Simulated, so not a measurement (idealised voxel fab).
Process module in this document: voxel air gaps
Section shown: cut. Width: 270 nm. Cell size: 5 nm, square.
Square cells in a grid make up a cross-section in this document, and the grid is given as bands, listed from the top down, each one or more rows of cells.
The entry gives the band's vertical extent as a top height and a bottom height in nm, then its horizontal make-up as materials from left to right, each with a width in nm. "air" stands for empty space; a single material marked "full width" fills the band edge to edge.
It should be noted that heights are counted from 0, beneath which the wafer as supplied is of one material throughout, and that the lowest band possesses no lower boundary but continues downward, as written in "0 nm and below".
A width given as "30..40" starts at the first number in the band's top row and ends at the second number in its bottom row, shifting by an equal amount at every step from row to row.
A step reported as "no alterations made" is a step in which no cell of the cross-section changed.
Enclosed voids (no open way to top), threshold 8 cells or more, entry "Enclosed voids", notation width x height at distance, distance from left edge, nm.
It should be noted that, on the line of a given step, the content following the step's settings is a remark produced by the simulator itself with respect to that step.
overlay nm, on a step with a mask: how far to the right of its planned place the mask lay; to the left if negative
**The planned process steps are enumerated hereunder**
1. RECEIVE [material Si]
2. CONFORMAL_DEP [material SiO2] [thk nm 10]
3. CONFORMAL_DEP [material SiN] [thk nm 5]
4. DIRECTIONAL_DEP [material lowk] [thk nm 30]
5. PATTERN [tone open] [mask id LINES] [material resist] [width nm 20] [pitch nm 45] [thk nm 20] [overlay nm 0]
6. DIRECTIONAL_ETCH [etch materials lowk] [depth nm 30]
7. STRIP [etch materials resist]
8. CONFORMAL_DEP [material TiN] [thk nm 5]
9. FILL_DEP [material Ru] [thk nm 10]
10. CMP [height nm 45]
11. EPI [material Ru] [thk nm 10]
12. SELECTIVE_ETCH [etch materials lowk] [depth nm 40]
13. CONFORMAL_DEP [material SiCN] [thk nm 5]
**as received, after step 1**
- 0 nm and below | Si full width
- Enclosed voids: none
**Here's the cross-section of the first of our two wafers at the end of the module - it ran as planned**
- 60 nm to 55 nm | 65 of air; 140 of SiCN; 65 of air
- 55 nm to 45 nm | 65 of air; 5 of SiCN; 40 of Ru; 5 of SiCN; 40 of Ru; 5 of SiCN; 40 of Ru; 5 of SiCN; 65 of air
- 45 nm to 40 nm | 65 of air; 15 of SiCN; 5 of TiN; 10 of Ru; 5 of TiN; 25 of SiCN; 5 of TiN; 10 of Ru; 5 of TiN; 25 of SiCN; 5 of TiN; 10 of Ru; 5 of TiN; 15 of SiCN; 65 of air
- 40 nm to 20 nm | 75 of air; 5 of SiCN; 5 of TiN; 10 of Ru; 5 of TiN; 5 of SiCN; 15 of air; 5 of SiCN; 5 of TiN; 10 of Ru; 5 of TiN; 5 of SiCN; 15 of air; 5 of SiCN; 5 of TiN; 10 of Ru; 5 of TiN; 5 of SiCN; 75 of air
- 20 nm to 15 nm | 80 of SiCN; 20 of TiN; 25 of SiCN; 20 of TiN; 25 of SiCN; 20 of TiN; 80 of SiCN
- 15 nm to 10 nm | SiN full width
- 10 nm to 0 nm | SiO2 full width
- 0 nm and below | Si full width
- Enclosed voids: 15 x 20 at 105; 15 x 20 at 150
**This is the second of the two wafers, cross-sectioned at the end of the module; it started exactly like the first and was given the same plan, but it was run with one mistake**
- 60 nm to 55 nm | SiCN full width
- 55 nm to 45 nm | Ru full width
- 45 nm to 40 nm | 85 of TiN; 10 of Ru; 35 of TiN; 10 of Ru; 35 of TiN; 10 of Ru; 85 of TiN
- 40 nm to 20 nm | 80 of lowk; 5 of TiN; 10 of Ru; 5 of TiN; 25 of lowk; 5 of TiN; 10 of Ru; 5 of TiN; 25 of lowk; 5 of TiN; 10 of Ru; 5 of TiN; 80 of lowk
- 20 nm to 15 nm | 80 of lowk; 20 of TiN; 25 of lowk; 20 of TiN; 25 of lowk; 20 of TiN; 80 of lowk
- 15 nm to 10 nm | SiN full width
- 10 nm to 0 nm | SiO2 full width
- 0 nm and below | Si full width
- Enclosed voids: none
What was done differently from what was planned? step 4 did not use the planned setting and instead ran as DIRECTIONAL_DEP [material lowk] [thk nm 25]
Looking at both finished wafers in cells, the second ends up ahead of or behind the first on some materials: Ru: 60 more | SiCN: 64 fewer | TiN: 42 more | lowk: 210 more
The final tally of closed voids stands at 2 on the first wafer and 0 on the second.
